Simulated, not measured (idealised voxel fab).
A process module follows: voxel gate over fins.
Section cut is 240 nm wide and gridded with 5 nm square cells.
Think of the cross-section as a grid of square cells. We describe it in bands, top to bottom, and each band covers one or more rows of those cells. Basically the band line says how high the top is and how high the bottom is, in nm, and then what's in it from left to right, every material with its width in nm. Empty space shows up as "blank", and if a single material carries "everywhere" it runs the full band edge to edge. Zero point of the height axis is 0; under it, received wafer = one material. Lowest band: continues down indefinitely, "0 and below". Per-row width for "30..40": begins at first number (top row of band), ends at second number (bottom row), increment between rows held constant. The cross-section has no changed cell in any step marked "no change". "Closed empty spaces": empty spaces of 8 cells or more with no open way to the top, each given as width x height at distance, distance from the left edge, all in nm. What comes after the settings on a step's line is commentary from the simulator itself on that step. overlay nm: mask offset rightward from planned place, masked step; negative means leftward offset.
**These are the steps we planned for the process**
- 1: RECEIVE [material Si]
- 2: CONFORMAL_DEP [material SiN] [thk nm 5]
- 3: DIRECTIONAL_DEP [material aC] [thk nm 15]
- 4: PATTERN [tone cover] [mask id FINS] [material resist] [width nm 15] [pitch nm 50] [thk nm 35] [overlay nm -15]
- 5: DIRECTIONAL_ETCH [etch materials aC] [depth nm 15]
- 6: STRIP [etch materials resist]
- 7: DIRECTIONAL_ETCH [etch materials SiN] [depth nm 5]
- 8: DIRECTIONAL_ETCH [etch materials Si] [depth nm 35]
- 9: STRIP [etch materials aC]
- 10: OXIDIZE [depth nm 5]
- 11: FILL_DEP [material SiO2] [thk nm 15]
- 12: CMP [height nm 5]
- 13: MASKED_ETCH [tone open] [mask id RAIL] [width nm 15] [etch materials SiO2] [depth nm 35] [overlay nm 0]
- 14: CONFORMAL_DEP [material TiN] [thk nm 5]
- 15: FILL_DEP [material W] [thk nm 5]
- 16: CMP [height nm 5]
- 17: SELECTIVE_ETCH [etch materials W Ru TiN] [depth nm 20]
- 18: FILL_DEP [material SiO2] [thk nm 5]
- 19: CMP [height nm 5]
- 20: SELECTIVE_ETCH [etch materials SiO2] [depth nm 15]
- 21: STRIP [etch materials SiN]
- 22: CONFORMAL_DEP [material HfO2] [thk nm 5]
- 23: CONFORMAL_DEP [material TiN] [thk nm 5]
- 24: CONFORMAL_DEP [material TiAl] [thk nm 5]
- 25: CONFORMAL_DEP [material TiN] [thk nm 5]
- 26: FILL_DEP [material W] [thk nm 15]
- 27: CMP [height nm 30]
- 28: CONFORMAL_DEP [material SiCN] [thk nm 5]
For this document, wafers share an identical start and vary in the step 4 overlay nm; the plan quotes the first wafer's value.
**Cut through the first of several wafers as received, post step 1**
- 0 and below | Si everywhere
- Closed empty spaces: none
**For your reference, the table is organized with a row per wafer; each row reflects the wafer at the end of the module, indicating for each material the cells gained (+) or lost (-) since receipt, and thereafter its closed voids**
overlay nm -15 | +56 HfO2 | -368 Si | +48 SiCN | +270 SiO2 | +56 TiAl | +118 TiN | +156 W | Closed empty spaces: none
overlay nm -10 | +56 HfO2 | -368 Si | +48 SiCN | +267 SiO2 | +56 TiAl | +119 TiN | +158 W | Closed empty spaces: none
overlay nm -5 | +56 HfO2 | -368 Si | +48 SiCN | +267 SiO2 | +56 TiAl | +119 TiN | +158 W | Closed empty spaces: none
overlay nm 0 | +56 HfO2 | -368 Si | +48 SiCN | +267 SiO2 | +56 TiAl | +119 TiN | +158 W | Closed empty spaces: none
overlay nm 5 | +56 HfO2 | -368 Si | +48 SiCN | +267 SiO2 | +56 TiAl | +119 TiN | +158 W | Closed empty spaces: none
overlay nm 10 | +56 HfO2 | -368 Si | +48 SiCN | +267 SiO2 | +56 TiAl | +119 TiN | +158 W | Closed empty spaces: none
overlay nm 15 | +56 HfO2 | -368 Si | +48 SiCN | +270 SiO2 | +56 TiAl | +118 TiN | +156 W | Closed empty spaces: none
